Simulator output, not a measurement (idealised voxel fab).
The following process module bears the name voxel self aligned vias.
Section cut is 150 nm wide and gridded with 5 nm square cells.
This document writes a cross-section as a grid whose cells are square, and gives it as bands, listed from the top down; one or more rows of cells form a band. The entry gives the band's vertical extent as a top height and a bottom height in nm, then its horizontal make-up as materials from left to right, each with a width in nm. "air" stands for empty space; a single material marked "full width" fills the band edge to edge. Heads up on the height convention: 0 is the point under which the incoming wafer is all one material, and the lowest band has no bottom, it just keeps going down, like "0 down". With a width like "30 to 40", each row of cells in the band differs from the next by the same amount, the top row carrying the first number and the bottom row the second. "no modification" -> step changed no cross-section cell. "Entrapped void list" enumerates empty spaces isolated from the top, with no open way to it, that contain at least 8 cells, giving each as width x height at distance from the left edge, all three in nm. Post-settings text on a step line: simulator's own remark regarding the step. overlay nm: step with mask; distance mask lay right of planned place; negative value = left of planned place.

## plan
1) RECEIVE (material Si)
2) CONFORMAL_DEP (material SiO2; thk nm 10)
3) CONFORMAL_DEP (material SiCN; thk nm 5)
4) DIRECTIONAL_DEP (material lowk; thk nm 20)
5) DIRECTIONAL_DEP (material aC; thk nm 15)
6) PATTERN (tone open; mask id LINES; material resist; width nm 30; pitch nm 65; thk nm 30; overlay nm 0)
7) DIRECTIONAL_ETCH (etch materials aC; depth nm 15)
8) STRIP (etch materials resist)
9) DIRECTIONAL_ETCH (etch materials lowk; depth nm 20)
10) STRIP (etch materials aC)
11) CONFORMAL_DEP (material TiN; thk nm 5)
12) FILL_DEP (material Ru; thk nm 10)
13) CMP (height nm 35)
14) SELECTIVE_ETCH (etch materials W Ru TiN; depth nm 10)
15) FILL_DEP (material SiN; thk nm 10)
16) CMP (height nm 35)
17) DIRECTIONAL_DEP (material lowk; thk nm 20)
18) PATTERN (tone open; mask id VIAS; material resist; width nm 40; thk nm 20; overlay nm 0)
19) DIRECTIONAL_ETCH (etch materials lowk; depth nm 20)
20) DIRECTIONAL_ETCH (etch materials SiN; depth nm 10)
21) STRIP (etch materials resist)
22) CONFORMAL_DEP (material TiN; thk nm 5)
23) FILL_DEP (material Ru; thk nm 10)
24) CMP (height nm 55)
25) CONFORMAL_DEP (material SiN; thk nm 5)

## The following pertains to the first of two wafers, which was processed as planned

## Cross-section of the wafer at receipt, which is the condition after step 1
    0 down: Si full width
    Entrapped void list: none

## So this is the wafer cross-section right after step 2
    10 to 0: SiO2 full width
    Note: structure below 0 unchanged.

## So this is the wafer cross-section right after step 3
    15 to 10: SiCN full width
    Note: structure below 10 unchanged.

## So this is the wafer cross-section right after step 4
    35 to 15: lowk full width
    Note: structure below 15 unchanged.

## So this is the wafer cross-section right after step 5
    50 to 35: aC full width
    Note: structure below 35 unchanged.

## So this is the wafer cross-section right after step 6
    80 to 50: resist 25 nm | air 30 nm | resist 35 nm | air 30 nm | resist 30 nm
    Note: structure below 50 unchanged.

## So this is the wafer cross-section right after step 7
    65 to 50: resist 25 nm | air 30 nm | resist 35 nm | air 30 nm | resist 30 nm
    50 to 35: aC 25 nm | air 30 nm | aC 35 nm | air 30 nm | aC 30 nm
    Note: structure below 35 unchanged.

## So this is the wafer cross-section right after step 8
    50 to 35: aC 25 nm | air 30 nm | aC 35 nm | air 30 nm | aC 30 nm
    Note: structure below 35 unchanged.

## So this is the wafer cross-section right after step 9
    50 to 35: aC 25 nm | air 30 nm | aC 35 nm | air 30 nm | aC 30 nm
    35 to 15: lowk 25 nm | air 30 nm | lowk 35 nm | air 30 nm | lowk 30 nm
    Note: structure below 15 unchanged.

## So this is the wafer cross-section right after step 10
    35 to 15: lowk 25 nm | air 30 nm | lowk 35 nm | air 30 nm | lowk 30 nm
    Note: structure below 15 unchanged.

## So this is the wafer cross-section right after step 11
    40 to 35: TiN 30 nm | air 20 nm | TiN 45 nm | air 20 nm | TiN 35 nm
    35 to 20: lowk 25 nm | TiN 5 nm | air 20 nm | TiN 5 nm | lowk 35 nm | TiN 5 nm | air 20 nm | TiN 5 nm | lowk 30 nm
    20 to 15: lowk 25 nm | TiN 30 nm | lowk 35 nm | TiN 30 nm | lowk 30 nm
    Note: structure below 15 unchanged.

## So this is the wafer cross-section right after step 12
    50 to 40: Ru full width
    40 to 35: TiN 30 nm | Ru 20 nm | TiN 45 nm | Ru 20 nm | TiN 35 nm
    35 to 20: lowk 25 nm | TiN 5 nm | Ru 20 nm | TiN 5 nm | lowk 35 nm | TiN 5 nm | Ru 20 nm | TiN 5 nm | lowk 30 nm
    Note: structure below 20 unchanged.

## So this is the wafer cross-section right after step 13
    35 to 20: lowk 25 nm | TiN 5 nm | Ru 20 nm | TiN 5 nm | lowk 35 nm | TiN 5 nm | Ru 20 nm | TiN 5 nm | lowk 30 nm
    Note: structure below 20 unchanged.

## So this is the wafer cross-section right after step 14
    35 to 25: lowk 25 nm | air 30 nm | lowk 35 nm | air 30 nm | lowk 30 nm
    Note: structure below 25 unchanged.

## So this is the wafer cross-section right after step 15
    45 to 35: SiN full width
    35 to 25: lowk 25 nm | SiN 30 nm | lowk 35 nm | SiN 30 nm | lowk 30 nm
    Note: structure below 25 unchanged.

## So this is the wafer cross-section right after step 16
    35 to 25: lowk 25 nm | SiN 30 nm | lowk 35 nm | SiN 30 nm | lowk 30 nm
    Note: structure below 25 unchanged.

## So this is the wafer cross-section right after step 17
    55 to 35: lowk full width
    Note: structure below 35 unchanged.

## So this is the wafer cross-section right after step 18
    75 to 55: resist 20 nm | air 40 nm | resist 90 nm
    Note: structure below 55 unchanged.

## So this is the wafer cross-section right after step 19
    75 to 55: resist 20 nm | air 40 nm | resist 90 nm
    55 to 35: lowk 20 nm | air 40 nm | lowk 90 nm
    Note: structure below 35 unchanged.

## So this is the wafer cross-section right after step 20
    75 to 55: resist 20 nm | air 40 nm | resist 90 nm
    55 to 35: lowk 20 nm | air 40 nm | lowk 90 nm
    35 to 25: lowk 25 nm | air 30 nm | lowk 35 nm | SiN 30 nm | lowk 30 nm
    Note: structure below 25 unchanged.

## So this is the wafer cross-section right after step 21
    55 to 35: lowk 20 nm | air 40 nm | lowk 90 nm
    Note: structure below 35 unchanged.

## So this is the wafer cross-section right after step 22
    60 to 55: TiN 25 nm | air 30 nm | TiN 95 nm
    55 to 40: lowk 20 nm | TiN 5 nm | air 30 nm | TiN 5 nm | lowk 90 nm
    40 to 35: lowk 20 nm | TiN 10 nm | air 20 nm | TiN 10 nm | lowk 90 nm
    35 to 30: lowk 25 nm | TiN 5 nm | air 20 nm | TiN 5 nm | lowk 35 nm | SiN 30 nm | lowk 30 nm
    30 to 25: lowk 25 nm | TiN 30 nm | lowk 35 nm | SiN 30 nm | lowk 30 nm
    Note: structure below 25 unchanged.

## So this is the wafer cross-section right after step 23
    70 to 60: Ru full width
    60 to 55: TiN 25 nm | Ru 30 nm | TiN 95 nm
    55 to 40: lowk 20 nm | TiN 5 nm | Ru 30 nm | TiN 5 nm | lowk 90 nm
    40 to 35: lowk 20 nm | TiN 10 nm | Ru 20 nm | TiN 10 nm | lowk 90 nm
    35 to 30: lowk 25 nm | TiN 5 nm | Ru 20 nm | TiN 5 nm | lowk 35 nm | SiN 30 nm | lowk 30 nm
    Note: structure below 30 unchanged.

## So this is the wafer cross-section right after step 24
    55 to 40: lowk 20 nm | TiN 5 nm | Ru 30 nm | TiN 5 nm | lowk 90 nm
    Note: structure below 40 unchanged.

## So this is the wafer cross-section right after step 25
    60 to 55: SiN full width
    Note: structure below 55 unchanged.

## Second Wafer (Identical Start and Plan, One Processing Error; Matches First Wafer Through Step 17)

## Second wafer, sectioned view, at step 18's planned end time
    75 to 55: resist 25 nm | air 40 nm | resist 85 nm
    Note: structure below 55 unchanged.

## Second wafer, sectioned view, at step 19's planned end time
    75 to 55: resist 25 nm | air 40 nm | resist 85 nm
    55 to 35: lowk 25 nm | air 40 nm | lowk 85 nm
    Note: structure below 35 unchanged.

## Second wafer, sectioned view, at step 20's planned end time
    75 to 55: resist 25 nm | air 40 nm | resist 85 nm
    55 to 35: lowk 25 nm | air 40 nm | lowk 85 nm
    35 to 25: lowk 25 nm | air 30 nm | lowk 35 nm | SiN 30 nm | lowk 30 nm
    Note: structure below 25 unchanged.

## Second wafer, sectioned view, at step 21's planned end time
    55 to 35: lowk 25 nm | air 40 nm | lowk 85 nm
    Note: structure below 35 unchanged.

## Second wafer, sectioned view, at step 22's planned end time
    60 to 55: TiN 30 nm | air 30 nm | TiN 90 nm
    55 to 40: lowk 25 nm | TiN 5 nm | air 30 nm | TiN 5 nm | lowk 85 nm
    40 to 35: lowk 25 nm | TiN 5 nm | air 20 nm | TiN 15 nm | lowk 85 nm
    35 to 30: lowk 25 nm | TiN 5 nm | air 20 nm | TiN 5 nm | lowk 35 nm | SiN 30 nm | lowk 30 nm
    30 to 25: lowk 25 nm | TiN 30 nm | lowk 35 nm | SiN 30 nm | lowk 30 nm
    Note: structure below 25 unchanged.

## Second wafer, sectioned view, at step 23's planned end time
    70 to 60: Ru full width
    60 to 55: TiN 30 nm | Ru 30 nm | TiN 90 nm
    55 to 40: lowk 25 nm | TiN 5 nm | Ru 30 nm | TiN 5 nm | lowk 85 nm
    40 to 35: lowk 25 nm | TiN 5 nm | Ru 20 nm | TiN 15 nm | lowk 85 nm
    35 to 30: lowk 25 nm | TiN 5 nm | Ru 20 nm | TiN 5 nm | lowk 35 nm | SiN 30 nm | lowk 30 nm
    Note: structure below 30 unchanged.

## Second wafer, sectioned view, at step 24's planned end time
    55 to 40: lowk 25 nm | TiN 5 nm | Ru 30 nm | TiN 5 nm | lowk 85 nm
    Note: structure below 40 unchanged.

## Second wafer, sectioned view, at step 25's planned end time
    60 to 55: SiN full width
    Note: structure below 55 unchanged.
Here's what went sideways: so step 18 ended up running with a different setting than we planned, it ran as PATTERN (tone open; mask id VIAS; material resist; width nm 40; thk nm 20; overlay nm 5)
Cell counts per material: same on both final wafers. Positions: different.
